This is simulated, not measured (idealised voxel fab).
process module | voxel wiring stack
Cross-section cut: width 265 nm, square cells of 5 nm.
Reading order for cross-sections: top band down to bottom band. Underlying form: a grid of square cells. Band size: one or more rows of cells.
Band: top and bottom heights (nm) first, top before bottom; then materials from left to right, widths in nm. "all across" marks a sole material filling the band edge to edge. "air" denotes empty space.
Measure heights from 0. That's the level where, below it, the as-received wafer is all one material. The lowest band is bottomless and extends downward; write it as in "0 and below".
The expression "30..40" gives the width at the extremes of the band, the first number at its top row of cells and the second at its bottom row, with the width changing by equal amounts from each row to the next in between.
Given "no alteration" for a step, no cell of the cross-section differs between before and after that step.
"Sealed internal cavities": empty spaces of 8 cells or more with no open way to the top, each given as width x height at distance, distance from the left edge, all in nm.
after a step's settings: what the simulator itself notes on the step
overlay nm: how far to the right of its planned place the mask lay on this masked step (negative: to the left).

Steps in the process plan:
- 1: op RECEIVE | material Si
- 2: op CONFORMAL_DEP | material SiO2 | thk nm 10
- 3: op CONFORMAL_DEP | material SiN | thk nm 5
- 4: op DIRECTIONAL_DEP | material lowk | thk nm 15
- 5: op PATTERN | tone open | mask id METAL_1 | material resist | width nm 30 | pitch nm 60 | thk nm 20 | overlay nm 0
- 6: op DIRECTIONAL_ETCH | etch materials lowk | depth nm 15
- 7: op DIRECTIONAL_ETCH | etch materials SiN | depth nm 5
- 8: op STRIP | etch materials resist
- 9: op CONFORMAL_DEP | material TiN | thk nm 5
- 10: op FILL_DEP | material Cu | thk nm 10
- 11: op CMP | height nm 30
- 12: op CONFORMAL_DEP | material SiCN | thk nm 5
- 13: op DIRECTIONAL_DEP | material lowk | thk nm 25
- 14: op DIRECTIONAL_DEP | material aC | thk nm 10
- 15: op PATTERN | tone open | mask id METAL_2 | material resist | width nm 30 | pitch nm 60 | thk nm 30 | overlay nm 0
- 16: op DIRECTIONAL_ETCH | etch materials aC | depth nm 10
- 17: op STRIP | etch materials resist
- 18: op DIRECTIONAL_ETCH | etch materials lowk | depth nm 15
- 19: op STRIP | etch materials aC
- 20: op DIRECTIONAL_DEP | material aC | thk nm 10
- 21: op PATTERN | tone open | mask id METAL_2_HOLES | material resist | width nm 15 | thk nm 30 | overlay nm 0
- 22: op DIRECTIONAL_ETCH | etch materials aC | depth nm 10
- 23: op STRIP | etch materials resist
- 24: op DIRECTIONAL_ETCH | etch materials lowk | depth nm 10
- 25: op DIRECTIONAL_ETCH | etch materials SiCN | depth nm 5
- 26: op STRIP | etch materials aC
- 27: op CONFORMAL_DEP | material TiN | thk nm 5
- 28: op FILL_DEP | material Cu | thk nm 5
- 29: op CMP | height nm 60
- 30: op CONFORMAL_DEP | material SiN | thk nm 5

Incoming wafer, cross-sectional view, post step 1:
    0 and below  Si all across
    Sealed internal cavities: none

Figure: cross-sectional view of the wafer upon completion of the module, processed from the initial state and according to the plan depicted above, with one error introduced during execution:
    65 down to 60  SiN all across
    60 down to 50  lowk=85 | SiCN=5 | Cu=20 | SiCN=5 | lowk=30 | SiCN=5 | Cu=20 | SiCN=5 | lowk=90
    50 down to 45  lowk=85 | SiCN=5 | Cu=5 | SiCN=20 | lowk=30 | SiCN=30 | lowk=90
    45 down to 35  lowk=85 | SiCN=5 | Cu=5 | SiCN=5 | lowk=165
    35 down to 30  SiCN all across
    30 down to 15  lowk=85 | TiN=5 | Cu=20 | TiN=5 | lowk=30 | TiN=5 | Cu=20 | TiN=5 | lowk=90
    15 down to 10  SiN=85 | TiN=30 | SiN=30 | TiN=30 | SiN=90
    10 down to 0  SiO2 all across
    0 and below  Si all across
    Sealed internal cavities: none
Here's what went sideways: step 27 ran as: op CONFORMAL_DEP | material SiCN | thk nm 5
